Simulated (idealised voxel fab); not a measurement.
process module | voxel tone inversion
cross-section cut | 275 nm wide | cells 5 nm
A cross-section is a grid of square cells, given in bands from the top down. A band is one or more rows of cells.
Each band's line starts with the height of the band's top and of its bottom, in nm. Then come its materials from left to right, each with its width in nm. One material with "throughout" fills the band from edge to edge. "air" is empty space.
Height 0 is the level under which the wafer as received is all one material. The lowest band goes on downwards, as in "0 down".
A width such as "30 to 40" changes by the same amount from each row of cells to the next, from the band's top row to its bottom row.
"no change" after a step means that no cell of the cross-section changed.
closed voids: empty space of 8 cells or more with no open way to the top, each as width x height at its distance from the left edge, in nm
after a step's settings: what the simulator itself notes on the step
overlay nm, on a step with a mask: how far to the right of its planned place the mask lay; to the left if negative
plan
1 op RECEIVE | material Si
2 op CONFORMAL_DEP | material SiN | thk nm 5
3 op DIRECTIONAL_DEP | material aC | thk nm 15
4 op PATTERN | tone cover | mask id POSTS | material resist | width nm 25 | pitch nm 45 | thk nm 20 | overlay nm 0
5 op DIRECTIONAL_ETCH | etch materials aC | depth nm 15
6 op STRIP | etch materials resist
7 op FILL_DEP | material SiO2 | thk nm 5
8 op CMP | height nm 25
9 op STRIP | etch materials aC
10 op CONFORMAL_DEP | material TiN | thk nm 5
11 op FILL_DEP | material Cu | thk nm 5
12 op CMP | height nm 25
13 op CONFORMAL_DEP | material SiN | thk nm 5
varied across the wafers: thk nm of step 2. The plan shows the first wafer's value. All wafers start alike
first wafer as received, after step 1
  0 down: Si throughout
  closed voids: none
each wafer at the end: cells of each material gained (+) or lost (-) since it was received, then its closed voids
thk nm 5 | +110 SiN | +160 SiO2 | +60 aC | closed voids: none
thk nm 10 | +24 Cu | +165 SiN | +105 SiO2 | +36 TiN | closed voids: none
thk nm 15 | +12 Cu | +220 SiN | +70 SiO2 | +28 TiN | closed voids: none
thk nm 20 | +275 SiN | +35 SiO2 | +20 TiN | closed voids: none
thk nm 25 | +330 SiN | closed voids: none
